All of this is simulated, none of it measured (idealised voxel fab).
process module | voxel capacitor over wiring
cross-section cut | 185 nm wide | cells 5 nm
A cross-section is a grid of square cells, given in bands from the top down. A band is one or more rows of cells.
Each band's line starts with the height of the band's top and of its bottom, in nm. Then come its materials from left to right, each with its width in nm. One material with "throughout" fills the band from edge to edge. "air" is empty space.
Height 0 is the level under which the wafer as received is all one material. The lowest band goes on downwards, as in "0 down".
A width such as "30 to 40" changes by the same amount from each row of cells to the next, from the band's top row to its bottom row.
"no change" after a step means that no cell of the cross-section changed.
closed voids: empty space of 8 cells or more with no open way to the top, each as width x height at its distance from the left edge, in nm
after a step's settings: what the simulator itself notes on the step
overlay nm, on a step with a mask: how far to the right of its planned place the mask lay; to the left if negative
plan
1 op RECEIVE | material Si
2 op CONFORMAL_DEP | material SiO2 | thk nm 10
3 op DIRECTIONAL_DEP | material TiN | thk nm 5
4 op DIRECTIONAL_DEP | material Ru | thk nm 15
5 op PATTERN | tone cover | mask id METAL_1 | material resist | width nm 20 | pitch nm 80 | thk nm 15 | overlay nm 0
6 op DIRECTIONAL_ETCH | etch materials Ru | depth nm 15
7 op DIRECTIONAL_ETCH | etch materials TiN | depth nm 5
8 op STRIP | etch materials resist
9 op FILL_DEP | material lowk | thk nm 10
10 op CMP | height nm 30
11 op CONFORMAL_DEP | material SiCN | thk nm 5
12 op DIRECTIONAL_DEP | material SiO2 | thk nm 10
13 op DIRECTIONAL_DEP | material aC | thk nm 10
14 op PATTERN | tone open | mask id PLUG_1 | material resist | width nm 15 | thk nm 30 | overlay nm 0
15 op DIRECTIONAL_ETCH | etch materials aC | depth nm 10
16 op STRIP | etch materials resist
17 op DIRECTIONAL_ETCH | etch materials SiO2 | depth nm 10
18 op DIRECTIONAL_ETCH | etch materials SiCN | depth nm 5
19 op STRIP | etch materials aC
20 op EPI | material Ru | thk nm 10
21 op EPI | material Ru | thk nm 5
22 op DIRECTIONAL_DEP | material TiN | thk nm 5
23 op DIRECTIONAL_DEP | material SiN | thk nm 5
24 op DIRECTIONAL_DEP | material TiN | thk nm 10
25 op DIRECTIONAL_DEP | material aC | thk nm 15
26 op PATTERN | tone cover | mask id UPPER_PLATE | material resist | width nm 65 | thk nm 30 | overlay nm 0
27 op DIRECTIONAL_ETCH | etch materials aC | depth nm 15
28 op STRIP | etch materials resist
29 op DIRECTIONAL_ETCH | etch materials TiN | depth nm 10
30 op DIRECTIONAL_ETCH | etch materials SiN | depth nm 5
31 op STRIP | etch materials aC
32 op PATTERN | tone cover | mask id LOWER_PLATE | material resist | width nm 75 | thk nm 15 | overlay nm 0
33 op DIRECTIONAL_ETCH | etch materials TiN | depth nm 5
34 op STRIP | etch materials resist
35 op FILL_DEP | material SiO2 | thk nm 20
36 op CMP | height nm 80
37 op PATTERN | tone open | mask id PLUG_2 | material resist | width nm 15 | thk nm 15 | overlay nm 0
38 op DIRECTIONAL_ETCH | etch materials SiO2 | depth nm 15
39 op STRIP | etch materials resist
40 op CONFORMAL_DEP | material TiN | thk nm 5
41 op FILL_DEP | material W | thk nm 5
42 op CMP | height nm 80
43 op CONFORMAL_DEP | material SiN | thk nm 5
first wafer, as planned
as received, after step 1
  0 down: Si throughout
  closed voids: none
after step 2
  10 to 0: SiO2 throughout
  below 0: unchanged
after step 3
  15 to 10: TiN throughout
  below 10: unchanged
after step 4
  30 to 15: Ru throughout
  below 15: unchanged
after step 5
  45 to 30: air 40 | resist 20 | air 60 | resist 20 | air 45
  below 30: unchanged
after step 6
  45 to 30: air 40 | resist 20 | air 60 | resist 20 | air 45
  30 to 15: air 40 | Ru 20 | air 60 | Ru 20 | air 45
  below 15: unchanged
after step 7
  45 to 30: air 40 | resist 20 | air 60 | resist 20 | air 45
  30 to 15: air 40 | Ru 20 | air 60 | Ru 20 | air 45
  15 to 10: air 40 | TiN 20 | air 60 | TiN 20 | air 45
  below 10: unchanged
after step 8
  30 to 15: air 40 | Ru 20 | air 60 | Ru 20 | air 45
  below 15: unchanged
after step 9
  40 to 30: lowk throughout
  30 to 15: lowk 40 | Ru 20 | lowk 60 | Ru 20 | lowk 45
  15 to 10: lowk 40 | TiN 20 | lowk 60 | TiN 20 | lowk 45
  below 10: unchanged
after step 10
  30 to 15: lowk 40 | Ru 20 | lowk 60 | Ru 20 | lowk 45
  below 15: unchanged
after step 11
  35 to 30: SiCN throughout
  below 30: unchanged
after step 12
  45 to 35: SiO2 throughout
  below 35: unchanged
after step 13
  55 to 45: aC throughout
  below 45: unchanged
after step 14
  85 to 55: resist 45 | air 15 | resist 125
  below 55: unchanged
after step 15
  75 to 55: resist 45 | air 15 | resist 125
  55 to 45: aC 45 | air 15 | aC 125
  below 45: unchanged
after step 16
  55 to 45: aC 45 | air 15 | aC 125
  below 45: unchanged
after step 17
  55 to 45: aC 45 | air 15 | aC 125
  45 to 35: SiO2 45 | air 15 | SiO2 125
  below 35: unchanged
after step 18
  55 to 45: aC 45 | air 15 | aC 125
  45 to 35: SiO2 45 | air 15 | SiO2 125
  35 to 30: SiCN 45 | air 15 | SiCN 125
  below 30: unchanged
after step 19
  45 to 35: SiO2 45 | air 15 | SiO2 125
  below 35: unchanged
after step 20
  45 to 40: SiO2 45 | air 15 | SiO2 125
  40 to 35: SiO2 45 | Ru 15 | SiO2 125
  35 to 30: SiCN 45 | Ru 15 | SiCN 125
  below 30: unchanged
after step 21
  45 to 35: SiO2 45 | Ru 15 | SiO2 125
  below 35: unchanged
after step 22
  50 to 45: TiN throughout
  below 45: unchanged
after step 23
  55 to 50: SiN throughout
  below 50: unchanged
after step 24
  65 to 55: TiN throughout
  below 55: unchanged
after step 25
  80 to 65: aC throughout
  below 65: unchanged
after step 26
  110 to 80: air 45 | resist 65 | air 75
  below 80: unchanged
after step 27
  95 to 80: air 45 | resist 65 | air 75
  80 to 65: air 45 | aC 65 | air 75
  below 65: unchanged
after step 28
  80 to 65: air 45 | aC 65 | air 75
  below 65: unchanged
after step 29
  80 to 65: air 45 | aC 65 | air 75
  65 to 55: air 45 | TiN 65 | air 75
  below 55: unchanged
after step 30
  80 to 65: air 45 | aC 65 | air 75
  65 to 55: air 45 | TiN 65 | air 75
  55 to 50: air 45 | SiN 65 | air 75
  below 50: unchanged
after step 31
  65 to 55: air 45 | TiN 65 | air 75
  below 55: unchanged
after step 32
  80 to 65: air 40 | resist 75 | air 70
  65 to 55: air 40 | resist 5 | TiN 65 | resist 5 | air 70
  55 to 50: air 40 | resist 5 | SiN 65 | resist 5 | air 70
  below 50: unchanged
after step 33
  80 to 65: air 40 | resist 75 | air 70
  65 to 55: air 40 | resist 5 | TiN 65 | resist 5 | air 70
  55 to 50: air 40 | resist 5 | SiN 65 | resist 5 | air 70
  50 to 45: air 40 | TiN 75 | air 70
  below 45: unchanged
after step 34
  65 to 55: air 45 | TiN 65 | air 75
  55 to 50: air 45 | SiN 65 | air 75
  below 50: unchanged
after step 35
  85 to 65: SiO2 throughout
  65 to 55: SiO2 45 | TiN 65 | SiO2 75
  55 to 50: SiO2 45 | SiN 65 | SiO2 75
  50 to 45: SiO2 40 | TiN 75 | SiO2 70
  below 45: unchanged
after step 36
  80 to 65: SiO2 throughout
  below 65: unchanged
after step 37
  95 to 80: resist 55 | air 15 | resist 115
  below 80: unchanged
after step 38
  95 to 80: resist 55 | air 15 | resist 115
  80 to 65: SiO2 55 | air 15 | SiO2 115
  below 65: unchanged
after step 39
  80 to 65: SiO2 55 | air 15 | SiO2 115
  below 65: unchanged
after step 40
  85 to 80: TiN 60 | air 5 | TiN 120
  80 to 70: SiO2 55 | TiN 5 | air 5 | TiN 5 | SiO2 115
  70 to 65: SiO2 55 | TiN 15 | SiO2 115
  below 65: unchanged
after step 41
  90 to 85: W throughout
  85 to 80: TiN 60 | W 5 | TiN 120
  80 to 70: SiO2 55 | TiN 5 | W 5 | TiN 5 | SiO2 115
  below 70: unchanged
after step 42
  80 to 70: SiO2 55 | TiN 5 | W 5 | TiN 5 | SiO2 115
  below 70: unchanged
after step 43
  85 to 80: SiN throughout
  below 80: unchanged
second wafer: like start, like plan, one mistake. Through step 4 it matches the first wafer
when step 5 should have ended
  45 to 30: air 45 | resist 15 | air 65 | resist 15 | air 45
  below 30: unchanged
when step 6 should have ended
  45 to 30: air 45 | resist 15 | air 65 | resist 15 | air 45
  30 to 15: air 45 | Ru 15 | air 65 | Ru 15 | air 45
  below 15: unchanged
when step 7 should have ended
  45 to 30: air 45 | resist 15 | air 65 | resist 15 | air 45
  30 to 15: air 45 | Ru 15 | air 65 | Ru 15 | air 45
  15 to 10: air 45 | TiN 15 | air 65 | TiN 15 | air 45
  below 10: unchanged
when step 8 should have ended
  30 to 15: air 45 | Ru 15 | air 65 | Ru 15 | air 45
  below 15: unchanged
when step 9 should have ended
  40 to 30: lowk throughout
  30 to 15: lowk 45 | Ru 15 | lowk 65 | Ru 15 | lowk 45
  15 to 10: lowk 45 | TiN 15 | lowk 65 | TiN 15 | lowk 45
  below 10: unchanged
when step 10 should have ended
  30 to 15: lowk 45 | Ru 15 | lowk 65 | Ru 15 | lowk 45
  below 15: unchanged
when step 11 should have ended
  35 to 30: SiCN throughout
  below 30: unchanged
when step 12 should have ended
  45 to 35: SiO2 throughout
  below 35: unchanged
when step 13 should have ended
  55 to 45: aC throughout
  below 45: unchanged
when step 14 should have ended
  85 to 55: resist 45 | air 15 | resist 125
  below 55: unchanged
when step 15 should have ended
  75 to 55: resist 45 | air 15 | resist 125
  55 to 45: aC 45 | air 15 | aC 125
  below 45: unchanged
when step 16 should have ended
  55 to 45: aC 45 | air 15 | aC 125
  below 45: unchanged
when step 17 should have ended
  55 to 45: aC 45 | air 15 | aC 125
  45 to 35: SiO2 45 | air 15 | SiO2 125
  below 35: unchanged
when step 18 should have ended
  55 to 45: aC 45 | air 15 | aC 125
  45 to 35: SiO2 45 | air 15 | SiO2 125
  35 to 30: SiCN 45 | air 15 | SiCN 125
  below 30: unchanged
when step 19 should have ended
  45 to 35: SiO2 45 | air 15 | SiO2 125
  below 35: unchanged
when step 20 should have ended
  45 to 40: SiO2 45 | air 15 | SiO2 125
  40 to 35: SiO2 45 | Ru 15 | SiO2 125
  35 to 30: SiCN 45 | Ru 15 | SiCN 125
  below 30: unchanged
when step 21 should have ended
  45 to 35: SiO2 45 | Ru 15 | SiO2 125
  below 35: unchanged
when step 22 should have ended
  50 to 45: TiN throughout
  below 45: unchanged
when step 23 should have ended
  55 to 50: SiN throughout
  below 50: unchanged
when step 24 should have ended
  65 to 55: TiN throughout
  below 55: unchanged
when step 25 should have ended
  80 to 65: aC throughout
  below 65: unchanged
when step 26 should have ended
  110 to 80: air 45 | resist 65 | air 75
  below 80: unchanged
when step 27 should have ended
  95 to 80: air 45 | resist 65 | air 75
  80 to 65: air 45 | aC 65 | air 75
  below 65: unchanged
when step 28 should have ended
  80 to 65: air 45 | aC 65 | air 75
  below 65: unchanged
when step 29 should have ended
  80 to 65: air 45 | aC 65 | air 75
  65 to 55: air 45 | TiN 65 | air 75
  below 55: unchanged
when step 30 should have ended
  80 to 65: air 45 | aC 65 | air 75
  65 to 55: air 45 | TiN 65 | air 75
  55 to 50: air 45 | SiN 65 | air 75
  below 50: unchanged
when step 31 should have ended
  65 to 55: air 45 | TiN 65 | air 75
  below 55: unchanged
when step 32 should have ended
  80 to 65: air 40 | resist 75 | air 70
  65 to 55: air 40 | resist 5 | TiN 65 | resist 5 | air 70
  55 to 50: air 40 | resist 5 | SiN 65 | resist 5 | air 70
  below 50: unchanged
when step 33 should have ended
  80 to 65: air 40 | resist 75 | air 70
  65 to 55: air 40 | resist 5 | TiN 65 | resist 5 | air 70
  55 to 50: air 40 | resist 5 | SiN 65 | resist 5 | air 70
  50 to 45: air 40 | TiN 75 | air 70
  below 45: unchanged
when step 34 should have ended
  65 to 55: air 45 | TiN 65 | air 75
  55 to 50: air 45 | SiN 65 | air 75
  below 50: unchanged
when step 35 should have ended
  85 to 65: SiO2 throughout
  65 to 55: SiO2 45 | TiN 65 | SiO2 75
  55 to 50: SiO2 45 | SiN 65 | SiO2 75
  50 to 45: SiO2 40 | TiN 75 | SiO2 70
  below 45: unchanged
when step 36 should have ended
  80 to 65: SiO2 throughout
  below 65: unchanged
when step 37 should have ended
  95 to 80: resist 55 | air 15 | resist 115
  below 80: unchanged
when step 38 should have ended
  95 to 80: resist 55 | air 15 | resist 115
  80 to 65: SiO2 55 | air 15 | SiO2 115
  below 65: unchanged
when step 39 should have ended
  80 to 65: SiO2 55 | air 15 | SiO2 115
  below 65: unchanged
when step 40 should have ended
  85 to 80: TiN 60 | air 5 | TiN 120
  80 to 70: SiO2 55 | TiN 5 | air 5 | TiN 5 | SiO2 115
  70 to 65: SiO2 55 | TiN 15 | SiO2 115
  below 65: unchanged
when step 41 should have ended
  90 to 85: W throughout
  85 to 80: TiN 60 | W 5 | TiN 120
  80 to 70: SiO2 55 | TiN 5 | W 5 | TiN 5 | SiO2 115
  below 70: unchanged
when step 42 should have ended
  80 to 70: SiO2 55 | TiN 5 | W 5 | TiN 5 | SiO2 115
  below 70: unchanged
when step 43 should have ended
  85 to 80: SiN throughout
  below 80: unchanged
what went wrong: step 5 ran as: op PATTERN | tone cover | mask id METAL_1 | material resist | width nm 15 | pitch nm 80 | thk nm 15 | overlay nm 0
at the end the second wafer has, in cells: 6 fewer of Ru | 2 fewer of TiN | 8 more of lowk
